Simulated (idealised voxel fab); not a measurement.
process module | voxel transistor to metal
The cross-section on display is named cut; it measures 260 nm wide, and its cells are 5 nm squares.
In what follows, cross-sections appear as grids of square cells, described through bands that run from the top down, where every band is one or more rows of cells. First you get the band's top height and its bottom height, in nm, and then the materials it's made of, left to right, with each width in nm. If you see a single material with "full width", that one covers the band edge to edge. "air" is empty space. Note: height 0 marks the level under which the wafer is uniformly one material as received. Lowest band unbounded below, written "z 0 and below". So if you see something like "30 to 40" for the width, read it as the top row of the band sitting at the first number and the bottom row at the second, with every row in between moving by the same amount as the last. "remained the same" (step): cross-section cells unchanged, all of them. Closed-off voids of 8+ cells (no open route to the top) go in "Enclosed cavities", written width x height at distance from the left edge, in nm. On each step's line, the part that comes after the settings is the simulator's own comment on the step. The "overlay nm" setting may appear on a step's line; for a step that uses a mask, it gives how far to the right of its planned position the mask lay, and a negative value indicates the left.

So here's the lineup of process steps we planned:
1: RECEIVE [material Si]
2: OXIDIZE [depth nm 5]
3: CONFORMAL_DEP [material SiN] [thk nm 10]
4: PATTERN [tone cover] [mask id ACTIVE] [material resist] [width nm 105] [pitch nm 125] [thk nm 15] [overlay nm 0]
5: DIRECTIONAL_ETCH [etch materials SiN] [depth nm 10]
6: DIRECTIONAL_ETCH [etch materials SiO2] [depth nm 5]
7: DIRECTIONAL_ETCH [etch materials Si] [depth nm 30]
8: STRIP [etch materials resist]
9: OXIDIZE [depth nm 5]
10: FILL_DEP [material SiO2] [thk nm 15]
11: CMP [height nm 10]
12: SELECTIVE_ETCH [etch materials SiO2] [depth nm 5]
13: STRIP [etch materials SiN]
14: SELECTIVE_ETCH [etch materials SiO2] [depth nm 5]
15: OXIDIZE [depth nm 5]
16: DIRECTIONAL_DEP [material polySi] [thk nm 30]
17: DIRECTIONAL_DEP [material SiCN] [thk nm 10]
18: MASKED_ETCH [tone cover] [mask id GATE] [width nm 15] [pitch nm 125] [etch materials SiCN] [depth nm 20] [overlay nm 0]
19: MASKED_ETCH [tone cover] [mask id GATE] [width nm 15] [pitch nm 125] [etch materials polySi] [depth nm 40] [overlay nm 0]
20: CONFORMAL_DEP [material SiO2] [thk nm 5]
21: DIRECTIONAL_ETCH [etch materials SiO2] [depth nm 5]
22: CONFORMAL_DEP [material SiN] [thk nm 10]
23: DIRECTIONAL_ETCH [etch materials SiN] [depth nm 10]
24: DIRECTIONAL_ETCH [etch materials SiO2] [depth nm 5]
25: EPI [material SiGe] [thk nm 5]
26: FILL_DEP [material SiO2] [thk nm 10]
27: CMP [height nm 35]
28: DIRECTIONAL_DEP [material SiO2] [thk nm 15]
29: PATTERN [tone open] [mask id CONTACT] [material resist] [width nm 20] [thk nm 15] [overlay nm 0]
30: DIRECTIONAL_ETCH [etch materials SiO2] [depth nm 55]
31: STRIP [etch materials resist]
32: CONFORMAL_DEP [material TiN] [thk nm 5]
33: FILL_DEP [material Ru] [thk nm 5]
34: CMP [height nm 50]
35: CONFORMAL_DEP [material SiCN] [thk nm 5]
36: DIRECTIONAL_DEP [material lowk] [thk nm 15]
37: MASKED_ETCH [tone open] [mask id METAL_1] [width nm 20] [etch materials lowk] [depth nm 15] [overlay nm 0]
38: MASKED_ETCH [tone open] [mask id METAL_1] [width nm 20] [etch materials SiCN] [depth nm 5] [overlay nm 0]
39: CONFORMAL_DEP [material TiN] [thk nm 5]
40: FILL_DEP [material W] [thk nm 10]
41: CMP [height nm 70]
42: CONFORMAL_DEP [material SiCN] [thk nm 5]
43: DIRECTIONAL_DEP [material SiO2] [thk nm 35]
44: DIRECTIONAL_DEP [material aC] [thk nm 10]
45: PATTERN [tone open] [mask id METAL_2_HOLES] [material resist] [width nm 15] [pitch nm 125] [thk nm 30] [overlay nm 0]
46: DIRECTIONAL_ETCH [etch materials aC] [depth nm 10]
47: STRIP [etch materials resist]
48: DIRECTIONAL_ETCH [etch materials SiO2] [depth nm 35]
49: STRIP [etch materials aC]
50: PATTERN [tone open] [mask id METAL_2] [material resist] [width nm 20] [pitch nm 125] [thk nm 20] [overlay nm 0]
51: DIRECTIONAL_ETCH [etch materials SiO2] [depth nm 20]
52: DIRECTIONAL_ETCH [etch materials SiCN] [depth nm 5]
53: STRIP [etch materials resist]
54: CONFORMAL_DEP [material TiN] [thk nm 5]
55: FILL_DEP [material Cu] [thk nm 5]
56: CMP [height nm 110]
57: CONFORMAL_DEP [material SiN] [thk nm 5]

Step 1 complete: cross-section of the wafer as received:
z 0 and below  Si full width
Enclosed cavities: none

Post-module cross-section: identical start and plan to those above, one misstep in execution:
z 115 to 110  SiN full width
z 110 to 95  25 nm SiO2, then 5 nm TiN, then 10 nm Cu, then 5 nm TiN, then 105 nm SiO2, then 5 nm TiN, then 10 nm Cu, then 5 nm TiN, then 90 nm SiO2
z 95 to 90  25 nm SiO2, then 5 nm TiN, then 5 nm Cu, then 10 nm TiN, then 105 nm SiO2, then 5 nm TiN, then 5 nm Cu, then 10 nm TiN, then 90 nm SiO2
z 90 to 75  25 nm SiO2, then 5 nm TiN, then 5 nm Cu, then 5 nm TiN, then 110 nm SiO2, then 5 nm TiN, then 5 nm Cu, then 5 nm TiN, then 95 nm SiO2
z 75 to 70  25 nm SiCN, then 15 nm TiN, then 110 nm SiCN, then 15 nm TiN, then 95 nm SiCN
z 70 to 60  20 nm W, then 5 nm TiN, then 20 nm lowk, then 5 nm TiN, then 35 nm W, then 5 nm TiN, then 20 nm lowk, then 5 nm TiN, then 30 nm W, then 5 nm TiN, then 20 nm lowk, then 5 nm TiN, then 35 nm W, then 5 nm TiN, then 20 nm lowk, then 5 nm TiN, then 20 nm W
z 60 to 55  25 nm TiN, then 20 nm lowk, then 45 nm TiN, then 20 nm lowk, then 40 nm TiN, then 20 nm lowk, then 45 nm TiN, then 20 nm lowk, then 25 nm TiN
z 55 to 50  SiCN full width
z 50 to 35  25 nm SiO2, then 5 nm TiN, then 10 nm Ru, then 5 nm TiN, then 45 nm SiO2, then 5 nm TiN, then 10 nm Ru, then 5 nm TiN, then 40 nm SiO2, then 5 nm TiN, then 10 nm Ru, then 5 nm TiN, then 45 nm SiO2, then 5 nm TiN, then 10 nm Ru, then 5 nm TiN, then 25 nm SiO2
z 35 to 25  25 nm SiO2, then 5 nm TiN, then 10 nm Ru, then 5 nm TiN, then 10 nm SiN, then 5 nm SiO2, then 15 nm SiCN, then 5 nm SiO2, then 10 nm SiN, then 5 nm TiN, then 10 nm Ru, then 5 nm TiN, then 40 nm SiO2, then 5 nm TiN, then 10 nm Ru, then 5 nm TiN, then 10 nm SiN, then 5 nm SiO2, then 15 nm SiCN, then 5 nm SiO2, then 10 nm SiN, then 5 nm TiN, then 10 nm Ru, then 5 nm TiN, then 25 nm SiO2
z 25 to 0  25 nm SiO2, then 5 nm TiN, then 10 nm Ru, then 5 nm TiN, then 10 nm SiN, then 5 nm SiO2, then 15 nm polySi, then 5 nm SiO2, then 10 nm SiN, then 5 nm TiN, then 10 nm Ru, then 5 nm TiN, then 40 nm SiO2, then 5 nm TiN, then 10 nm Ru, then 5 nm TiN, then 10 nm SiN, then 5 nm SiO2, then 15 nm polySi, then 5 nm SiO2, then 10 nm SiN, then 5 nm TiN, then 10 nm Ru, then 5 nm TiN, then 25 nm SiO2
z 0 to -5  15 nm SiO2, then 10 nm SiN, then 20 nm TiN, then 10 nm SiN, then 5 nm SiO2, then 15 nm polySi, then 5 nm SiO2, then 10 nm SiN, then 20 nm TiN, then 10 nm SiN, then 20 nm SiO2, then 10 nm SiN, then 20 nm TiN, then 10 nm SiN, then 5 nm SiO2, then 15 nm polySi, then 5 nm SiO2, then 10 nm SiN, then 20 nm TiN, then 10 nm SiN, then 15 nm SiO2
z -5 to -10  25 nm SiO2, then 20 nm SiGe, then 45 nm SiO2, then 20 nm SiGe, then 40 nm SiO2, then 20 nm SiGe, then 45 nm SiO2, then 20 nm SiGe, then 25 nm SiO2
z -10 to -40  20 nm SiO2, then 95 nm Si, then 30 nm SiO2, then 95 nm Si, then 20 nm SiO2
z -40 and below  Si full width
Enclosed cavities: none
Deviation noted in wafer processing: step 37 was not run as planned; what actually ran was MASKED_ETCH [tone cover] [mask id METAL_1] [width nm 20] [etch materials lowk] [depth nm 15] [overlay nm 0]
